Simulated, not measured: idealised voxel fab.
A process module follows: voxel released beams.
The figure presents cross-section cut, which has a width of 255 nm and is divided into square cells with an edge length of 5 nm.
Cross-sections here: square-cell grids, written as top-down lists of bands, a band being one or more rows of cells. Within each band entry, the heights of the top and of the bottom of the band appear first, in that order and in nm; the materials of the band then follow from left to right, each with its corresponding width in nm. The designation "all across" on a single material indicates that it fills the band from edge to edge; the designation "empty" indicates empty space. For the purposes of this specification, 0 denotes the height below which the wafer in its as-received condition is composed wholly of one material, and the lowermost band, lacking a lower limit, extends downward without end, as expressed in "z 0 and below". Think of "30->40" as a width that walks from the first number to the second as you go down the band, top row to bottom row, taking equal-sized steps from row to row. Step note "nothing got changed" = no cross-section cell changed. Under "Sealed internal voids" you'll find the enclosed gaps, the ones with no way out to the top, that are 8 cells or bigger; each reads width x height at distance, with distance counted from the left edge, everything in nm. Whatever follows a step's settings on its line is a remark the simulator itself makes about that step. "overlay nm" denotes, for a step that has a mask, the displacement of the mask to the right of its planned place, with negative values corresponding to the left.
Listed below are the process steps as planned
1. RECEIVE [material Si]
2. CONFORMAL_DEP [material SiN] [thk nm 5]
3. DIRECTIONAL_DEP [material SiO2] [thk nm 20]
4. MASKED_ETCH [tone open] [mask id ANCHOR] [width nm 40] [etch materials SiO2] [depth nm 20] [overlay nm 0]
5. CONFORMAL_DEP [material TiN] [thk nm 15]
6. DIRECTIONAL_DEP [material aC] [thk nm 10]
7. PATTERN [tone cover] [mask id BEAM] [material resist] [width nm 85] [thk nm 25] [overlay nm 0]
8. DIRECTIONAL_ETCH [etch materials aC] [depth nm 10]
9. STRIP [etch materials resist]
10. DIRECTIONAL_ETCH [etch materials TiN] [depth nm 5]
11. STRIP [etch materials aC]
12. STRIP [etch materials SiO2]
varied across the wafers: depth nm of step 10. The plan shows the first wafer's value. All wafers start alike
Cross-section, first of several wafers, as delivered after step 1
	z 0 and below  Si all across
	Sealed internal voids: none
Module end state after final step 12: cross-section of the first of several wafers
	z 40 to 35  80 nm empty  20 nm TiN  10 nm empty  55 nm TiN  90 nm empty
	z 35 to 25  100 nm TiN  10 nm empty  145 nm TiN
	z 25 to 20  85 nm SiO2  15 nm TiN  10 nm empty  15 nm TiN  130 nm SiO2
	z 20 to 5  85 nm SiO2  40 nm TiN  130 nm SiO2
	z 5 to 0  SiN all across
	z 0 and below  Si all across
	Sealed internal voids: none
Last-wafer cross-section at the end of the module
	z 40 to 25  80 nm empty  20 nm TiN  10 nm empty  55 nm TiN  90 nm empty
	z 25 to 20  85 nm empty  15 nm TiN  10 nm empty  15 nm TiN  130 nm empty
	z 20 to 5  85 nm empty  40 nm TiN  130 nm empty
	z 5 to 0  SiN all across
	z 0 and below  Si all across
	Sealed internal voids: none
Tabulated below, wafer by wafer, are the end-of-module results: for each material, the number of cells gained (+) or lost (-) relative to the as-received state, followed by the closed voids
depth nm 5; +51 SiN; +172 SiO2; +143 TiN; Sealed internal voids: none
depth nm 10; +51 SiN; +172 SiO2; +109 TiN; Sealed internal voids: none
depth nm 15; +51 SiN; +75 TiN; Sealed internal voids: none
depth nm 20; +51 SiN; +75 TiN; Sealed internal voids: none
depth nm 25; +51 SiN; +75 TiN; Sealed internal voids: none
depth nm 30; +51 SiN; +75 TiN; Sealed internal voids: none
